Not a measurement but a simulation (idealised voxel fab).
Presented below is a process module, voxel ribs on slabs.
In the cross-section labelled cut, the width is 275 nm and each square cell is 5 nm.
Cross-section, as written here: a square-cell grid given band by band from the top down, where a band holds one or more rows of cells. Read a band's entry like this: the first values are the height of its top and the height of its bottom in nm, and what follows is the sequence of materials from left to right, each with its width in nm. Note that "empty" is empty space, and that a single material marked "edge to edge" reaches across the band from edge to edge. Beneath 0, the wafer as received is one material, and that level is where height counting begins. The lowest band goes on downward without a bottom; it is written like "0 and below". A width given as "30 to 40" starts at the first number in the band's top row and ends at the second number in its bottom row, shifting by an equal amount at every step from row to row. What does "no modification" mean for a step? It means no cell of the cross-section changed in that step. The entry titled "Voids, sealed" provides the empty spaces that have no open way to the top, restricted to those of 8 cells or more. Each is presented as width x height at distance, the distance being measured from the left edge, with all three in nm. Where a step's line continues beyond its settings, the continuation is a remark by the simulator itself on that step. You can add "overlay nm" to a step's line. For a step with a mask, it describes how far the mask lay to the right of its planned position, and a negative number describes a lay to the left.

These are the steps we planned for the process
- 1: RECEIVE: material Si
- 2: DIRECTIONAL_DEP: material SiO2, thk nm 20
- 3: DIRECTIONAL_DEP: material SiN, thk nm 15
- 4: PATTERN: tone cover, mask id RIB, material resist, width nm 25, thk nm 20, overlay nm 0
- 5: DIRECTIONAL_ETCH: etch materials SiN, depth nm 10
- 6: STRIP: etch materials resist
- 7: DIRECTIONAL_DEP: material aC, thk nm 10
- 8: PATTERN: tone cover, mask id SLAB, material resist, width nm 75, thk nm 25, overlay nm 0
- 9: DIRECTIONAL_ETCH: etch materials aC, depth nm 10
- 10: STRIP: etch materials resist
- 11: DIRECTIONAL_ETCH: etch materials SiN, depth nm 5
- 12: STRIP: etch materials aC
- 13: FILL_DEP: material SiO2, thk nm 30
- 14: CMP: height nm 55
- 15: DIRECTIONAL_DEP: material TiN, thk nm 10
- 16: PATTERN: tone cover, mask id HEATER, material resist, width nm 35, thk nm 15, overlay nm 0
- 17: DIRECTIONAL_ETCH: etch materials TiN, depth nm 10
- 18: STRIP: etch materials resist
- 19: CONFORMAL_DEP: material SiN, thk nm 5

Concerning the first of two wafers, which was run in accordance with the plan

Wafer cross-section on receipt, i.e. after step 1
0 and below  Si edge to edge
Voids, sealed: none

The following cross-section depicts the wafer upon completion of step 2
20 down to 0  SiO2 edge to edge
Heights below 0 show no change.

The following cross-section depicts the wafer upon completion of step 3
35 down to 20  SiN edge to edge
Heights below 20 show no change.

The following cross-section depicts the wafer upon completion of step 4
55 down to 35  empty=125; resist=25; empty=125
Heights below 35 show no change.

The following cross-section depicts the wafer upon completion of step 5
55 down to 35  empty=125; resist=25; empty=125
35 down to 25  empty=125; SiN=25; empty=125
Heights below 25 show no change.

The following cross-section depicts the wafer upon completion of step 6
35 down to 25  empty=125; SiN=25; empty=125
Heights below 25 show no change.

The following cross-section depicts the wafer upon completion of step 7
45 down to 35  empty=125; aC=25; empty=125
35 down to 25  aC=125; SiN=25; aC=125
Heights below 25 show no change.

The following cross-section depicts the wafer upon completion of step 8
70 down to 45  empty=100; resist=75; empty=100
45 down to 35  empty=100; resist=25; aC=25; resist=25; empty=100
Heights below 35 show no change.

The following cross-section depicts the wafer upon completion of step 9
60 down to 45  empty=100; resist=75; empty=100
45 down to 35  empty=100; resist=25; aC=25; resist=25; empty=100
35 down to 25  empty=100; aC=25; SiN=25; aC=25; empty=100
Heights below 25 show no change.

The following cross-section depicts the wafer upon completion of step 10
45 down to 35  empty=125; aC=25; empty=125
Heights below 35 show no change.

The following cross-section depicts the wafer upon completion of step 11
45 down to 35  empty=125; aC=25; empty=125
35 down to 25  empty=100; aC=25; SiN=25; aC=25; empty=100
25 down to 20  empty=100; SiN=75; empty=100
Heights below 20 show no change.

The following cross-section depicts the wafer upon completion of step 12
35 down to 25  empty=125; SiN=25; empty=125
Heights below 25 show no change.

The following cross-section depicts the wafer upon completion of step 13
65 down to 35  SiO2 edge to edge
35 down to 25  SiO2=125; SiN=25; SiO2=125
25 down to 20  SiO2=100; SiN=75; SiO2=100
Heights below 20 show no change.

The following cross-section depicts the wafer upon completion of step 14
55 down to 35  SiO2 edge to edge
Heights below 35 show no change.

The following cross-section depicts the wafer upon completion of step 15
65 down to 55  TiN edge to edge
Heights below 55 show no change.

The following cross-section depicts the wafer upon completion of step 16
80 down to 65  empty=120; resist=35; empty=120
Heights below 65 show no change.

The following cross-section depicts the wafer upon completion of step 17
80 down to 65  empty=120; resist=35; empty=120
65 down to 55  empty=120; TiN=35; empty=120
Heights below 55 show no change.

The following cross-section depicts the wafer upon completion of step 18
65 down to 55  empty=120; TiN=35; empty=120
Heights below 55 show no change.

The following cross-section depicts the wafer upon completion of step 19
70 down to 65  empty=115; SiN=45; empty=115
65 down to 60  empty=115; SiN=5; TiN=35; SiN=5; empty=115
60 down to 55  SiN=120; TiN=35; SiN=120
Heights below 55 show no change.

Wafer two: like wafer one in start and plan, but with one mistake in execution; identical up to and including step 1

Cross-section of the second wafer at the time step 2 of the plan should have ended
40 down to 0  SiO2 edge to edge
Heights below 0 show no change.

Cross-section of the second wafer at the time step 3 of the plan should have ended
55 down to 40  SiN edge to edge
Heights below 40 show no change.

Cross-section of the second wafer at the time step 4 of the plan should have ended
75 down to 55  empty=125; resist=25; empty=125
Heights below 55 show no change.

Cross-section of the second wafer at the time step 5 of the plan should have ended
75 down to 55  empty=125; resist=25; empty=125
55 down to 45  empty=125; SiN=25; empty=125
Heights below 45 show no change.

Cross-section of the second wafer at the time step 6 of the plan should have ended
55 down to 45  empty=125; SiN=25; empty=125
Heights below 45 show no change.

Cross-section of the second wafer at the time step 7 of the plan should have ended
65 down to 55  empty=125; aC=25; empty=125
55 down to 45  aC=125; SiN=25; aC=125
Heights below 45 show no change.

Cross-section of the second wafer at the time step 8 of the plan should have ended
90 down to 65  empty=100; resist=75; empty=100
65 down to 55  empty=100; resist=25; aC=25; resist=25; empty=100
Heights below 55 show no change.

Cross-section of the second wafer at the time step 9 of the plan should have ended
80 down to 65  empty=100; resist=75; empty=100
65 down to 55  empty=100; resist=25; aC=25; resist=25; empty=100
55 down to 45  empty=100; aC=25; SiN=25; aC=25; empty=100
Heights below 45 show no change.

Cross-section of the second wafer at the time step 10 of the plan should have ended
65 down to 55  empty=125; aC=25; empty=125
Heights below 55 show no change.

Cross-section of the second wafer at the time step 11 of the plan should have ended
65 down to 55  empty=125; aC=25; empty=125
55 down to 45  empty=100; aC=25; SiN=25; aC=25; empty=100
45 down to 40  empty=100; SiN=75; empty=100
Heights below 40 show no change.

Cross-section of the second wafer at the time step 12 of the plan should have ended
55 down to 45  empty=125; SiN=25; empty=125
Heights below 45 show no change.

Cross-section of the second wafer at the time step 13 of the plan should have ended
85 down to 55  SiO2 edge to edge
55 down to 45  SiO2=125; SiN=25; SiO2=125
45 down to 40  SiO2=100; SiN=75; SiO2=100
Heights below 40 show no change.

Cross-section of the second wafer at the time step 14 of the plan should have ended
55 down to 45  SiO2=125; SiN=25; SiO2=125
Heights below 45 show no change.

Cross-section of the second wafer at the time step 15 of the plan should have ended
65 down to 55  TiN edge to edge
Heights below 55 show no change.

Cross-section of the second wafer at the time step 16 of the plan should have ended
80 down to 65  empty=120; resist=35; empty=120
Heights below 65 show no change.

Cross-section of the second wafer at the time step 17 of the plan should have ended
80 down to 65  empty=120; resist=35; empty=120
65 down to 55  empty=120; TiN=35; empty=120
Heights below 55 show no change.

Cross-section of the second wafer at the time step 18 of the plan should have ended
65 down to 55  empty=120; TiN=35; empty=120
Heights below 55 show no change.

Cross-section of the second wafer at the time step 19 of the plan should have ended
70 down to 65  empty=115; SiN=45; empty=115
65 down to 60  empty=115; SiN=5; TiN=35; SiN=5; empty=115
60 down to 55  SiN=120; TiN=35; SiN=120
Heights below 55 show no change.
The mistake made against the process plan was this: step 2 in the plan was executed twice
Heads up: at the end the two wafers have identical cell counts per material, they're just laid out differently.
